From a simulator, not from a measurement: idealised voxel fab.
The process module that follows is named voxel spacer lines.
For reference, the cross-section in this document is cut, with width 250 nm and square cells of 5 nm.
Bands, listed from the top down, are how a cross-section gets written in this document; the cross-section itself is a grid of square cells, and a band is one or more rows of them. It is stipulated that each band's entry specify, in nanometres, the height of the top of the band and then that of its bottom, followed by the materials of the band in left-to-right sequence, each together with its width in nanometres. A single material marked by the word "everywhere" is understood to fill the band from edge to edge; the word "air" is understood to denote empty space. A quick word on heights: they are counted from 0, and under that level the wafer as it came to us is one material throughout. The lowest band is different from the rest in having no bottom; it simply continues downward, written as in "0 down". A width given as "30..40" starts at the first number in the band's top row and ends at the second number in its bottom row, shifting by an equal amount at every step from row to row. Step marked "same as before"? Then no cell in the cross-section changed in it. Under "Enclosed void catalog" you'll find the enclosed gaps, the ones with no way out to the top, that are 8 cells or bigger; each reads width x height at distance, with distance counted from the left edge, everything in nm. Read whatever lies past the settings on a step's line as the simulator's own remark about the step. A step's line can hold "overlay nm"; with a mask on that step, the setting says how far right of the planned place the mask lay, while a negative setting says it lay to the left.

Planned step list for the process
1) RECEIVE [material Si]
2) CONFORMAL_DEP [material Al2O3] [thk nm 5]
3) DIRECTIONAL_DEP [material SiN] [thk nm 10]
4) DIRECTIONAL_DEP [material aC] [thk nm 20]
5) PATTERN [tone cover] [mask id MANDREL] [material resist] [width nm 15] [pitch nm 50] [thk nm 30] [overlay nm 0]
6) DIRECTIONAL_ETCH [etch materials aC] [depth nm 20]
7) STRIP [etch materials resist]
8) CONFORMAL_DEP [material SiO2] [thk nm 10]
9) DIRECTIONAL_ETCH [etch materials SiO2] [depth nm 10]
10) STRIP [etch materials aC]
11) DIRECTIONAL_ETCH [etch materials SiN] [depth nm 10]
12) STRIP [etch materials SiO2]
13) FILL_DEP [material SiO2] [thk nm 10]
14) CMP [height nm 15]

First of two wafers, with the run carried out as planned

As-received state of the wafer in cross-section, equivalent to post-step 1
  0 down  Si everywhere
  Enclosed void catalog: none

So this is the wafer cross-section right after step 2
  5 to 0  Al2O3 everywhere
  below 0: unchanged

So this is the wafer cross-section right after step 3
  15 to 5  SiN everywhere
  below 5: unchanged

So this is the wafer cross-section right after step 4
  35 to 15  aC everywhere
  below 15: unchanged

So this is the wafer cross-section right after step 5
  65 to 35  65 air; 15 resist; 35 air; 15 resist; 35 air; 15 resist; 70 air
  below 35: unchanged

So this is the wafer cross-section right after step 6
  45 to 35  65 air; 15 resist; 35 air; 15 resist; 35 air; 15 resist; 70 air
  35 to 15  65 air; 15 aC; 35 air; 15 aC; 35 air; 15 aC; 70 air
  below 15: unchanged

So this is the wafer cross-section right after step 7
  35 to 15  65 air; 15 aC; 35 air; 15 aC; 35 air; 15 aC; 70 air
  below 15: unchanged

So this is the wafer cross-section right after step 8
  45 to 35  55 air; 35 SiO2; 15 air; 35 SiO2; 15 air; 35 SiO2; 60 air
  35 to 25  55 air; 10 SiO2; 15 aC; 10 SiO2; 15 air; 10 SiO2; 15 aC; 10 SiO2; 15 air; 10 SiO2; 15 aC; 10 SiO2; 60 air
  25 to 15  65 SiO2; 15 aC; 35 SiO2; 15 aC; 35 SiO2; 15 aC; 70 SiO2
  below 15: unchanged

So this is the wafer cross-section right after step 9
  35 to 15  55 air; 10 SiO2; 15 aC; 10 SiO2; 15 air; 10 SiO2; 15 aC; 10 SiO2; 15 air; 10 SiO2; 15 aC; 10 SiO2; 60 air
  below 15: unchanged

So this is the wafer cross-section right after step 10
  35 to 15  55 air; 10 SiO2; 15 air; 10 SiO2; 15 air; 10 SiO2; 15 air; 10 SiO2; 15 air; 10 SiO2; 15 air; 10 SiO2; 60 air
  below 15: unchanged

So this is the wafer cross-section right after step 11
  35 to 15  55 air; 10 SiO2; 15 air; 10 SiO2; 15 air; 10 SiO2; 15 air; 10 SiO2; 15 air; 10 SiO2; 15 air; 10 SiO2; 60 air
  15 to 5  55 air; 10 SiN; 15 air; 10 SiN; 15 air; 10 SiN; 15 air; 10 SiN; 15 air; 10 SiN; 15 air; 10 SiN; 60 air
  below 5: unchanged

So this is the wafer cross-section right after step 12
  15 to 5  55 air; 10 SiN; 15 air; 10 SiN; 15 air; 10 SiN; 15 air; 10 SiN; 15 air; 10 SiN; 15 air; 10 SiN; 60 air
  below 5: unchanged

So this is the wafer cross-section right after step 13
  25 to 15  SiO2 everywhere
  15 to 5  55 SiO2; 10 SiN; 15 SiO2; 10 SiN; 15 SiO2; 10 SiN; 15 SiO2; 10 SiN; 15 SiO2; 10 SiN; 15 SiO2; 10 SiN; 60 SiO2
  below 5: unchanged

So this is the wafer cross-section right after step 14
  15 to 5  55 SiO2; 10 SiN; 15 SiO2; 10 SiN; 15 SiO2; 10 SiN; 15 SiO2; 10 SiN; 15 SiO2; 10 SiN; 15 SiO2; 10 SiN; 60 SiO2
  below 5: unchanged

Wafer two of the pair: same origin, same plan, one error during the run; identical to wafer one up to and including step 1

Cross-section of the second wafer when, according to plan, step 2 should have finished
  5 to 0  SiN everywhere
  below 0: unchanged

Cross-section of the second wafer when, according to plan, step 3 should have finished
  15 to 0  SiN everywhere
  below 0: unchanged

Cross-section of the second wafer when, according to plan, step 4 should have finished
  35 to 15  aC everywhere
  below 15: unchanged

Cross-section of the second wafer when, according to plan, step 5 should have finished
  65 to 35  65 air; 15 resist; 35 air; 15 resist; 35 air; 15 resist; 70 air
  below 35: unchanged

Cross-section of the second wafer when, according to plan, step 6 should have finished
  45 to 35  65 air; 15 resist; 35 air; 15 resist; 35 air; 15 resist; 70 air
  35 to 15  65 air; 15 aC; 35 air; 15 aC; 35 air; 15 aC; 70 air
  below 15: unchanged

Cross-section of the second wafer when, according to plan, step 7 should have finished
  35 to 15  65 air; 15 aC; 35 air; 15 aC; 35 air; 15 aC; 70 air
  below 15: unchanged

Cross-section of the second wafer when, according to plan, step 8 should have finished
  45 to 35  55 air; 35 SiO2; 15 air; 35 SiO2; 15 air; 35 SiO2; 60 air
  35 to 25  55 air; 10 SiO2; 15 aC; 10 SiO2; 15 air; 10 SiO2; 15 aC; 10 SiO2; 15 air; 10 SiO2; 15 aC; 10 SiO2; 60 air
  25 to 15  65 SiO2; 15 aC; 35 SiO2; 15 aC; 35 SiO2; 15 aC; 70 SiO2
  below 15: unchanged

Cross-section of the second wafer when, according to plan, step 9 should have finished
  35 to 15  55 air; 10 SiO2; 15 aC; 10 SiO2; 15 air; 10 SiO2; 15 aC; 10 SiO2; 15 air; 10 SiO2; 15 aC; 10 SiO2; 60 air
  below 15: unchanged

Cross-section of the second wafer when, according to plan, step 10 should have finished
  35 to 15  55 air; 10 SiO2; 15 air; 10 SiO2; 15 air; 10 SiO2; 15 air; 10 SiO2; 15 air; 10 SiO2; 15 air; 10 SiO2; 60 air
  below 15: unchanged

Cross-section of the second wafer when, according to plan, step 11 should have finished
  35 to 15  55 air; 10 SiO2; 15 air; 10 SiO2; 15 air; 10 SiO2; 15 air; 10 SiO2; 15 air; 10 SiO2; 15 air; 10 SiO2; 60 air
  15 to 5  55 air; 10 SiN; 15 air; 10 SiN; 15 air; 10 SiN; 15 air; 10 SiN; 15 air; 10 SiN; 15 air; 10 SiN; 60 air
  below 5: unchanged

Cross-section of the second wafer when, according to plan, step 12 should have finished
  15 to 5  55 air; 10 SiN; 15 air; 10 SiN; 15 air; 10 SiN; 15 air; 10 SiN; 15 air; 10 SiN; 15 air; 10 SiN; 60 air
  below 5: unchanged

Cross-section of the second wafer when, according to plan, step 13 should have finished
  25 to 15  SiO2 everywhere
  15 to 5  55 SiO2; 10 SiN; 15 SiO2; 10 SiN; 15 SiO2; 10 SiN; 15 SiO2; 10 SiN; 15 SiO2; 10 SiN; 15 SiO2; 10 SiN; 60 SiO2
  below 5: unchanged

Cross-section of the second wafer when, according to plan, step 14 should have finished
  15 to 5  55 SiO2; 10 SiN; 15 SiO2; 10 SiN; 15 SiO2; 10 SiN; 15 SiO2; 10 SiN; 15 SiO2; 10 SiN; 15 SiO2; 10 SiN; 60 SiO2
  below 5: unchanged
Here's what went sideways: rather than as planned, step 2 actually ran as CONFORMAL_DEP [material SiN] [thk nm 5]
Wrapping up, a cell-based count of both wafers puts the second over or under the first for these materials: -50 Al2O3 | +50 SiN
